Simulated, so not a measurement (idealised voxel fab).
voxel air gaps: a process module
Pictured: cross-section cut, 170 nm wide, on a grid of 5 nm square cells.
Each cross-section below is a grid of square cells, stated as bands in top-down order, with one or more rows of cells making up each band.
Band entry format. Leading values: height of top, height of bottom, nm. Remainder: materials in left-to-right order, each with its width in nm. Special words: "all across" on a single material, which then fills the band edge to edge; "air", empty space.
All heights in this document are referenced to 0, defined as the level beneath which the wafer, as received, consists entirely of one material. The lowest band is not bounded below; it extends indefinitely downward and is written in the form "0 down".
Note: "30..40" means the width goes from the first number (top row of the band) to the second number (bottom row) in equal steps per row of cells.
Take "changes: none" at face value: in the step it is given for, the cross-section changed in none of its cells.
"Internal closed voids" enumerates empty spaces isolated from the top, with no open way to it, that contain at least 8 cells, giving each as width x height at distance from the left edge, all three in nm.
Whatever follows a step's settings on its line is a remark the simulator itself makes about that step.
overlay nm: right-of-plan distance of the mask on a masked step; negative values mean left-of-plan.

**Planned step list for the process**
- 1: RECEIVE [material Si]
- 2: CONFORMAL_DEP [material SiO2] [thk nm 15]
- 3: CONFORMAL_DEP [material SiN] [thk nm 5]
- 4: DIRECTIONAL_DEP [material SiO2] [thk nm 40]
- 5: MASKED_ETCH [tone open] [mask id LINES] [width nm 25] [pitch nm 50] [etch materials SiO2] [depth nm 40] [overlay nm 0]
- 6: CONFORMAL_DEP [material TiN] [thk nm 5]
- 7: FILL_DEP [material W] [thk nm 5]
- 8: CMP [height nm 60]
- 9: EPI [material Ru] [thk nm 10]
- 10: SELECTIVE_ETCH [etch materials SiO2] [depth nm 50]
- 11: CONFORMAL_DEP [material SiCN] [thk nm 5]

**Of two wafers, the first: run according to plan**

**Cross-section of the wafer as it came to us, i.e., already through step 1**
  0 down  Si all across
  Internal closed voids: none

**After step 2: wafer cross-section**
  15 to 0  SiO2 all across
  Below 0, the layers are the same as they were.

**After step 3: wafer cross-section**
  20 to 15  SiN all across
  Below 15, the layers are the same as they were.

**After step 4: wafer cross-section**
  60 to 20  SiO2 all across
  Below 20, the layers are the same as they were.

**After step 5: wafer cross-section**
  60 to 20  SiO2: 20  air: 25  SiO2: 25  air: 25  SiO2: 25  air: 25  SiO2: 25
  Below 20, the layers are the same as they were.

**After step 6: wafer cross-section**
  65 to 60  TiN: 25  air: 15  TiN: 35  air: 15  TiN: 35  air: 15  TiN: 30
  60 to 25  SiO2: 20  TiN: 5  air: 15  TiN: 5  SiO2: 25  TiN: 5  air: 15  TiN: 5  SiO2: 25  TiN: 5  air: 15  TiN: 5  SiO2: 25
  25 to 20  SiO2: 20  TiN: 25  SiO2: 25  TiN: 25  SiO2: 25  TiN: 25  SiO2: 25
  Below 20, the layers are the same as they were.

**After step 7: wafer cross-section**
  70 to 65  W all across
  65 to 60  TiN: 25  W: 15  TiN: 35  W: 15  TiN: 35  W: 15  TiN: 30
  60 to 25  SiO2: 20  TiN: 5  W: 15  TiN: 5  SiO2: 25  TiN: 5  W: 15  TiN: 5  SiO2: 25  TiN: 5  W: 15  TiN: 5  SiO2: 25
  Below 25, the layers are the same as they were.

**After step 8: wafer cross-section**
  60 to 25  SiO2: 20  TiN: 5  W: 15  TiN: 5  SiO2: 25  TiN: 5  W: 15  TiN: 5  SiO2: 25  TiN: 5  W: 15  TiN: 5  SiO2: 25
  Below 25, the layers are the same as they were.

**After step 9: wafer cross-section**
  70 to 60  air: 10  Ru: 45  air: 5  Ru: 45  air: 5  Ru: 45  air: 15
  Below 60, the layers are the same as they were.

**After step 10: wafer cross-section**
  70 to 60  air: 10  Ru: 45  air: 5  Ru: 45  air: 5  Ru: 45  air: 15
  60 to 25  air: 20  TiN: 5  W: 15  TiN: 5  air: 25  TiN: 5  W: 15  TiN: 5  air: 25  TiN: 5  W: 15  TiN: 5  air: 25
  25 to 20  air: 20  TiN: 25  air: 25  TiN: 25  air: 25  TiN: 25  air: 25
  Below 20, the layers are the same as they were.

**After step 11: wafer cross-section**
  75 to 70  air: 5  SiCN: 155  air: 10
  70 to 60  air: 5  SiCN: 5  Ru: 45  SiCN: 5  Ru: 45  SiCN: 5  Ru: 45  SiCN: 5  air: 10
  60 to 55  air: 5  SiCN: 15  TiN: 5  W: 15  TiN: 5  SiCN: 25  TiN: 5  W: 15  TiN: 5  SiCN: 25  TiN: 5  W: 15  TiN: 5  SiCN: 15  air: 10
  55 to 25  air: 15  SiCN: 5  TiN: 5  W: 15  TiN: 5  SiCN: 5  air: 15  SiCN: 5  TiN: 5  W: 15  TiN: 5  SiCN: 5  air: 15  SiCN: 5  TiN: 5  W: 15  TiN: 5  SiCN: 5  air: 20
  25 to 20  SiCN: 20  TiN: 25  SiCN: 25  TiN: 25  SiCN: 25  TiN: 25  SiCN: 25
  Below 20, the layers are the same as they were.
  Internal closed voids: 15 x 30 at 50; 15 x 30 at 100

**Second wafer, same starting conditions and recipe as the first, one mistake in executing it, nothing differs from the first up to and including step 5**

**Second wafer at the planned finish of step 6, seen in cross-section**
  65 to 60  SiCN: 25  air: 15  SiCN: 35  air: 15  SiCN: 35  air: 15  SiCN: 30
  60 to 25  SiO2: 20  SiCN: 5  air: 15  SiCN: 5  SiO2: 25  SiCN: 5  air: 15  SiCN: 5  SiO2: 25  SiCN: 5  air: 15  SiCN: 5  SiO2: 25
  25 to 20  SiO2: 20  SiCN: 25  SiO2: 25  SiCN: 25  SiO2: 25  SiCN: 25  SiO2: 25
  Below 20, the layers are the same as they were.

**Second wafer at the planned finish of step 7, seen in cross-section**
  70 to 65  W all across
  65 to 60  SiCN: 25  W: 15  SiCN: 35  W: 15  SiCN: 35  W: 15  SiCN: 30
  60 to 25  SiO2: 20  SiCN: 5  W: 15  SiCN: 5  SiO2: 25  SiCN: 5  W: 15  SiCN: 5  SiO2: 25  SiCN: 5  W: 15  SiCN: 5  SiO2: 25
  Below 25, the layers are the same as they were.

**Second wafer at the planned finish of step 8, seen in cross-section**
  60 to 25  SiO2: 20  SiCN: 5  W: 15  SiCN: 5  SiO2: 25  SiCN: 5  W: 15  SiCN: 5  SiO2: 25  SiCN: 5  W: 15  SiCN: 5  SiO2: 25
  Below 25, the layers are the same as they were.

**Second wafer at the planned finish of step 9, seen in cross-section**
  70 to 60  air: 15  Ru: 35  air: 15  Ru: 35  air: 15  Ru: 35  air: 20
  Below 60, the layers are the same as they were.

**Second wafer at the planned finish of step 10, seen in cross-section**
  70 to 60  air: 15  Ru: 35  air: 15  Ru: 35  air: 15  Ru: 35  air: 20
  60 to 25  air: 20  SiCN: 5  W: 15  SiCN: 5  air: 25  SiCN: 5  W: 15  SiCN: 5  air: 25  SiCN: 5  W: 15  SiCN: 5  air: 25
  25 to 20  air: 20  SiCN: 25  air: 25  SiCN: 25  air: 25  SiCN: 25  air: 25
  Below 20, the layers are the same as they were.

**Second wafer at the planned finish of step 11, seen in cross-section**
  75 to 70  air: 10  SiCN: 45  air: 5  SiCN: 45  air: 5  SiCN: 45  air: 15
  70 to 60  air: 10  SiCN: 5  Ru: 35  SiCN: 5  air: 5  SiCN: 5  Ru: 35  SiCN: 5  air: 5  SiCN: 5  Ru: 35  SiCN: 5  air: 15
  60 to 55  air: 10  SiCN: 15  W: 15  SiCN: 15  air: 5  SiCN: 15  W: 15  SiCN: 15  air: 5  SiCN: 15  W: 15  SiCN: 15  air: 15
  55 to 25  air: 15  SiCN: 10  W: 15  SiCN: 10  air: 15  SiCN: 10  W: 15  SiCN: 10  air: 15  SiCN: 10  W: 15  SiCN: 10  air: 20
  25 to 20  SiCN all across
  Below 20, the layers are the same as they were.
Diagnosis: step 6 was processed under conditions differing from the plan, specifically as CONFORMAL_DEP [material SiCN] [thk nm 5]
at the end the second wafer has, in cells: Ru: 12 fewer; SiCN: 53 more; TiN: 57 fewer
The final tally of closed voids stands at 2 on the first wafer and 0 on the second.
